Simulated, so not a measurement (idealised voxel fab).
This section sets out a process module, namely voxel wiring stack.
In the cross-section labelled cut, the width is 280 nm and each square cell is 5 nm.
Reading order for cross-sections: top band down to bottom band. Underlying form: a grid of square cells. Band size: one or more rows of cells.
Read a band's entry like this: the first values are the height of its top and the height of its bottom in nm, and what follows is the sequence of materials from left to right, each with its width in nm. Note that "empty" is empty space, and that a single material marked "everywhere" reaches across the band from edge to edge.
Heights from 0 (as-received wafer is one material below). Bottom band endless downward, as "from 0 down".
The two numbers in a width such as "30 to 40" mark its ends across the band: the first belongs to the top row of cells, the second to the bottom row, and from each row to the next the width moves by the same amount.
"nothing was modified", as given for a step, is the statement that not any cell of the cross-section underwent a change during that step.
Under "Enclosed void listing" you'll find the enclosed gaps, the ones with no way out to the top, that are 8 cells or bigger; each reads width x height at distance, with distance counted from the left edge, everything in nm.
It should be noted that, on the line of a given step, the content following the step's settings is a remark produced by the simulator itself with respect to that step.
overlay nm: on a step with a mask, how far right of its planned place the mask lay; negative means left.

-- Planned step list for the process
1 RECEIVE with material Si
2 CONFORMAL_DEP with material SiO2, thk nm 15
3 CONFORMAL_DEP with material SiN, thk nm 5
4 DIRECTIONAL_DEP with material lowk, thk nm 15
5 DIRECTIONAL_DEP with material aC, thk nm 15
6 PATTERN with tone open, mask id METAL_1, material resist, width nm 25, pitch nm 55, thk nm 35, overlay nm 0
7 DIRECTIONAL_ETCH with etch materials aC, depth nm 15
8 STRIP with etch materials resist
9 DIRECTIONAL_ETCH with etch materials lowk, depth nm 15
10 DIRECTIONAL_ETCH with etch materials SiN, depth nm 5
11 STRIP with etch materials aC
12 CONFORMAL_DEP with material TiN, thk nm 5
13 FILL_DEP with material Cu, thk nm 10
14 CMP with height nm 35
15 EPI with material Ru, thk nm 5
16 FILL_DEP with material SiCN, thk nm 5
17 DIRECTIONAL_DEP with material SiO2, thk nm 25
18 MASKED_ETCH with tone open, mask id METAL_2, width nm 25, pitch nm 55, etch materials SiO2, depth nm 15, overlay nm 0
19 PATTERN with tone open, mask id METAL_2_HOLES, material resist, width nm 15, thk nm 20, overlay nm 0
20 DIRECTIONAL_ETCH with etch materials SiO2, depth nm 10
21 DIRECTIONAL_ETCH with etch materials SiCN, depth nm 5
22 STRIP with etch materials resist
23 CONFORMAL_DEP with material TiN, thk nm 5
24 FILL_DEP with material Cu, thk nm 5
25 CMP with height nm 70
26 CONFORMAL_DEP with material SiCN, thk nm 5
27 DIRECTIONAL_DEP with material SiO2, thk nm 30
28 PATTERN with tone open, mask id METAL_3, material resist, width nm 25, pitch nm 55, thk nm 15, overlay nm 0
29 DIRECTIONAL_ETCH with etch materials SiO2, depth nm 15
30 STRIP with etch materials resist
31 PATTERN with tone open, mask id METAL_3_HOLES, material resist, width nm 15, pitch nm 55, thk nm 15, overlay nm 0
32 DIRECTIONAL_ETCH with etch materials SiO2, depth nm 15
33 DIRECTIONAL_ETCH with etch materials SiCN, depth nm 5
34 STRIP with etch materials resist
35 CONFORMAL_DEP with material TiN, thk nm 5
36 FILL_DEP with material Ru, thk nm 10
37 CMP with height nm 105
38 CONFORMAL_DEP with material SiCN, thk nm 5

-- Incoming wafer in cross-section (state: after step 1)
  from 0 down: Si everywhere
  Enclosed void listing: none

-- End-of-module cross-section of the first of two wafers, processed as planned
  from 110 to 105: SiCN everywhere
  from 105 to 95: SiO2 (100), then TiN (5), then Ru (15), then TiN (5), then SiO2 (30), then TiN (5), then Ru (15), then TiN (5), then SiO2 (100)
  from 95 to 90: SiO2 (100), then TiN (5), then Ru (5), then TiN (15), then SiO2 (30), then TiN (5), then Ru (5), then TiN (15), then SiO2 (100)
  from 90 to 75: SiO2 (100), then TiN (5), then Ru (5), then TiN (5), then SiO2 (40), then TiN (5), then Ru (5), then TiN (5), then SiO2 (110)
  from 75 to 70: SiCN (100), then TiN (15), then SiCN (40), then TiN (15), then SiCN (110)
  from 70 to 60: SiO2 (100), then TiN (5), then Cu (15), then TiN (5), then SiO2 (30), then TiN (5), then Cu (15), then TiN (5), then SiO2 (100)
  from 60 to 55: SiO2 (100), then TiN (5), then Cu (5), then TiN (15), then SiO2 (30), then TiN (25), then SiO2 (100)
  from 55 to 45: SiO2 (100), then TiN (5), then Cu (5), then TiN (5), then SiO2 (165)
  from 45 to 40: SiCN (100), then TiN (15), then SiCN (165)
  from 40 to 35: SiCN (95), then Ru (35), then SiCN (20), then Ru (35), then SiCN (95)
  from 35 to 20: lowk (100), then TiN (5), then Cu (15), then TiN (5), then lowk (30), then TiN (5), then Cu (15), then TiN (5), then lowk (100)
  from 20 to 15: SiN (100), then TiN (25), then SiN (30), then TiN (25), then SiN (100)
  from 15 to 0: SiO2 everywhere
  from 0 down: Si everywhere
  Enclosed void listing: none

-- Cross-section of the latter of the two wafers at module completion. It had an identical start and an identical plan to the former; in running it, one mistake was made
  from 110 to 105: SiCN everywhere
  from 105 to 95: SiO2 (100), then TiN (5), then Ru (10), then TiN (5), then SiO2 (35), then TiN (5), then Ru (10), then TiN (5), then SiO2 (105)
  from 95 to 90: SiO2 (100), then TiN (20), then SiO2 (35), then TiN (20), then SiO2 (105)
  from 90 to 75: SiO2 (105), then TiN (10), then SiO2 (45), then TiN (10), then SiO2 (110)
  from 75 to 70: SiCN (105), then TiN (10), then SiCN (45), then TiN (10), then SiCN (110)
  from 70 to 60: SiO2 (100), then TiN (5), then Cu (15), then TiN (5), then SiO2 (30), then TiN (5), then Cu (15), then TiN (5), then SiO2 (100)
  from 60 to 55: SiO2 (100), then TiN (5), then Cu (5), then TiN (15), then SiO2 (30), then TiN (25), then SiO2 (100)
  from 55 to 45: SiO2 (100), then TiN (5), then Cu (5), then TiN (5), then SiO2 (165)
  from 45 to 40: SiCN (100), then TiN (15), then SiCN (165)
  from 40 to 35: SiCN (95), then Ru (35), then SiCN (20), then Ru (35), then SiCN (95)
  from 35 to 20: lowk (100), then TiN (5), then Cu (15), then TiN (5), then lowk (30), then TiN (5), then Cu (15), then TiN (5), then lowk (100)
  from 20 to 15: SiN (100), then TiN (25), then SiN (30), then TiN (25), then SiN (100)
  from 15 to 0: SiO2 everywhere
  from 0 down: Si everywhere
  Enclosed void listing: none
Where did the run depart from the plan? step 28: run off-plan, actual operation and settings PATTERN with tone open, mask id METAL_3, material resist, width nm 15, pitch nm 55, thk nm 15, overlay nm 0
Wafer comparison, final, in cells, second relative to first, materials more or fewer: Ru -12 | SiCN +2 | SiO2 +12 | TiN -2
